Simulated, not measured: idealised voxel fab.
process module | voxel wiring stack
cross-section cut | 155 nm wide | cells 5 nm
A cross-section is a grid of square cells, given in bands from the top down. A band is one or more rows of cells.
Each band's line starts with the height of the band's top and of its bottom, in nm. Then come its materials from left to right, each with its width in nm. One material with "throughout" fills the band from edge to edge. "air" is empty space.
Height 0 is the level under which the wafer as received is all one material. The lowest band goes on downwards, as in "0 down".
A width such as "30 to 40" changes by the same amount from each row of cells to the next, from the band's top row to its bottom row.
"no change" after a step means that no cell of the cross-section changed.
closed voids: empty space of 8 cells or more with no open way to the top, each as width x height at its distance from the left edge, in nm
after a step's settings: what the simulator itself notes on the step
overlay nm, on a step with a mask: how far to the right of its planned place the mask lay; to the left if negative
plan
1 op RECEIVE | material Si
2 op CONFORMAL_DEP | material SiO2 | thk nm 10
3 op DIRECTIONAL_DEP | material TiN | thk nm 5
4 op DIRECTIONAL_DEP | material Ru | thk nm 25
5 op DIRECTIONAL_DEP | material aC | thk nm 15
6 op PATTERN | tone cover | mask id METAL_1 | material resist | width nm 20 | pitch nm 50 | thk nm 35 | overlay nm 0
7 op DIRECTIONAL_ETCH | etch materials aC | depth nm 15
8 op STRIP | etch materials resist
9 op DIRECTIONAL_ETCH | etch materials Ru | depth nm 25
10 op DIRECTIONAL_ETCH | etch materials TiN | depth nm 5
11 op STRIP | etch materials aC
12 op CONFORMAL_DEP | material SiCN | thk nm 5
13 op FILL_DEP | material SiO2 | thk nm 10
14 op CMP | height nm 40
15 op CONFORMAL_DEP | material SiCN | thk nm 5
16 op DIRECTIONAL_DEP | material SiO2 | thk nm 30
17 op MASKED_ETCH | tone open | mask id METAL_2 | width nm 20 | pitch nm 50 | etch materials SiO2 | depth nm 20 | overlay nm 0
18 op PATTERN | tone open | mask id METAL_2_HOLES | material resist | width nm 15 | pitch nm 100 | thk nm 20 | overlay nm 0
19 op DIRECTIONAL_ETCH | etch materials SiO2 | depth nm 10
20 op DIRECTIONAL_ETCH | etch materials SiCN | depth nm 5
21 op STRIP | etch materials resist
22 op CONFORMAL_DEP | material TiN | thk nm 5
23 op FILL_DEP | material Cu | thk nm 10
24 op CMP | height nm 75
25 op CONFORMAL_DEP | material SiCN | thk nm 5
as received, after step 1
  0 down: Si throughout
  closed voids: none
first wafer at the end, as planned
  80 to 75: SiCN throughout
  75 to 60: SiO2 15 | TiN 5 | Cu 10 | TiN 5 | SiO2 30 | TiN 5 | Cu 10 | TiN 5 | SiO2 30 | TiN 5 | Cu 10 | TiN 5 | SiO2 20
  60 to 55: SiO2 15 | TiN 5 | Cu 5 | TiN 10 | SiO2 30 | TiN 20 | SiO2 30 | TiN 5 | Cu 5 | TiN 10 | SiO2 20
  55 to 45: SiO2 15 | TiN 5 | Cu 5 | TiN 5 | SiO2 85 | TiN 5 | Cu 5 | TiN 5 | SiO2 25
  45 to 40: SiCN 15 | TiN 15 | SiCN 85 | TiN 15 | SiCN 25
  40 to 15: SiO2 10 | SiCN 5 | Ru 20 | SiCN 5 | SiO2 20 | SiCN 5 | Ru 20 | SiCN 5 | SiO2 20 | SiCN 5 | Ru 20 | SiCN 5 | SiO2 15
  15 to 10: SiCN 15 | TiN 20 | SiCN 30 | TiN 20 | SiCN 30 | TiN 20 | SiCN 20
  10 to 0: SiO2 throughout
  0 down: Si throughout
  closed voids: none
second wafer at the end: like start, like plan, one mistake
  80 to 75: SiCN throughout
  75 to 70: TiN 20 | Cu 10 | TiN 40 | Cu 10 | TiN 40 | Cu 10 | TiN 25
  70 to 55: SiO2 15 | TiN 5 | Cu 10 | TiN 5 | SiO2 30 | TiN 5 | Cu 10 | TiN 5 | SiO2 30 | TiN 5 | Cu 10 | TiN 5 | SiO2 20
  55 to 50: SiO2 15 | TiN 5 | Cu 5 | TiN 10 | SiO2 30 | TiN 20 | SiO2 30 | TiN 5 | Cu 5 | TiN 10 | SiO2 20
  50 to 45: SiO2 15 | TiN 5 | Cu 5 | TiN 5 | SiO2 85 | TiN 5 | Cu 5 | TiN 5 | SiO2 25
  45 to 40: SiCN 15 | TiN 15 | SiCN 85 | TiN 15 | SiCN 25
  40 to 15: SiO2 10 | SiCN 5 | Ru 20 | SiCN 5 | SiO2 20 | SiCN 5 | Ru 20 | SiCN 5 | SiO2 20 | SiCN 5 | Ru 20 | SiCN 5 | SiO2 15
  15 to 10: SiCN 15 | TiN 20 | SiCN 30 | TiN 20 | SiCN 30 | TiN 20 | SiCN 20
  10 to 0: SiO2 throughout
  0 down: Si throughout
  closed voids: none
what went wrong: step 16 ran as: op DIRECTIONAL_DEP | material SiO2 | thk nm 25
at the end the second wafer has, in cells: 4 more of Cu | 25 fewer of SiO2 | 21 more of TiN
